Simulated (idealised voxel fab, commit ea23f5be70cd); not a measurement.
Herein follows the process module entitled voxel self aligned contacts.
It is cross-section cut that appears here, measuring 220 nm in width, its square cells being 5 nm in size.
For the purposes of this document, a cross-section shall be understood as a grid of square cells, specified as bands listed in top-to-bottom order, each band consisting of one or more rows of cells. Top, bottom (nm), then materials left to right with widths (nm); lone material tagged "full width" fills the whole band edge to edge; "empty" = empty space. Basically, 0 is our baseline, since under it the wafer straight out of the box is all one material. The bottom band has no lower end and keeps on going down, so it looks like "from 0 down". Note: "30->40" means the width goes from the first number (top row of the band) to the second number (bottom row) in equal steps per row of cells. "nothing was modified" for a step: no cell of the cross-section changed in that step. Closed-off voids of 8+ cells (no open route to the top) go in "Catalogued sealed voids", written width x height at distance from the left edge, in nm. Where a step's line continues beyond its settings, the continuation is a remark by the simulator itself on that step. overlay nm: right-of-plan distance of the mask on a masked step; negative values mean left-of-plan.

[Process steps foreseen in the plan]
| 1 | RECEIVE | material Si |
| 2 | CONFORMAL_DEP | material SiO2 | thk nm 5 |
| 3 | DIRECTIONAL_DEP | material polySi | thk nm 30 |
| 4 | DIRECTIONAL_DEP | material SiN | thk nm 15 |
| 5 | PATTERN | tone cover | mask id GATE | material resist | width nm 25 | pitch nm 55 | thk nm 20 | overlay nm 0 |
| 6 | DIRECTIONAL_ETCH | etch materials SiN | depth nm 15 |
| 7 | DIRECTIONAL_ETCH | etch materials polySi | depth nm 30 |
| 8 | STRIP | etch materials resist |
| 9 | CONFORMAL_DEP | material SiN | thk nm 5 |
| 10 | DIRECTIONAL_ETCH | etch materials SiN | depth nm 5 |
| 11 | FILL_DEP | material SiO2 | thk nm 10 |
| 12 | CMP | height nm 55 |
| 13 | PATTERN | tone open | mask id CONTACT | material resist | width nm 30 | pitch nm 55 | thk nm 20 | overlay nm 0 |
| 14 | DIRECTIONAL_ETCH | etch materials SiO2 | depth nm 55 |
| 15 | STRIP | etch materials resist |
| 16 | CONFORMAL_DEP | material TiN | thk nm 5 |
| 17 | FILL_DEP | material W | thk nm 5 |
| 18 | CMP | height nm 55 |
| 19 | CONFORMAL_DEP | material SiCN | thk nm 5 |
All wafers enter the flow in the same state. The width nm at step 13 differs from wafer to wafer, and the plan gives the value for the first wafer.

[Received wafers, first of several: cross-section after step 1]
    from 0 down | Si full width
    Catalogued sealed voids: none

[What follows is a table in which each wafer occupies a row; for the wafer as it stands at the close of the module, the row states, material by material, how many cells have been gained (+) or lost (-) since receipt, and then gives its closed voids]
width nm 30 | +44 SiCN | +99 SiN | +203 SiO2 | +52 TiN | +40 W | +90 polySi | Catalogued sealed voids: none
width nm 35 | +44 SiCN | +99 SiN | +201 SiO2 | +54 TiN | +40 W | +90 polySi | Catalogued sealed voids: none
width nm 40 | +44 SiCN | +99 SiN | +199 SiO2 | +56 TiN | +40 W | +90 polySi | Catalogued sealed voids: none
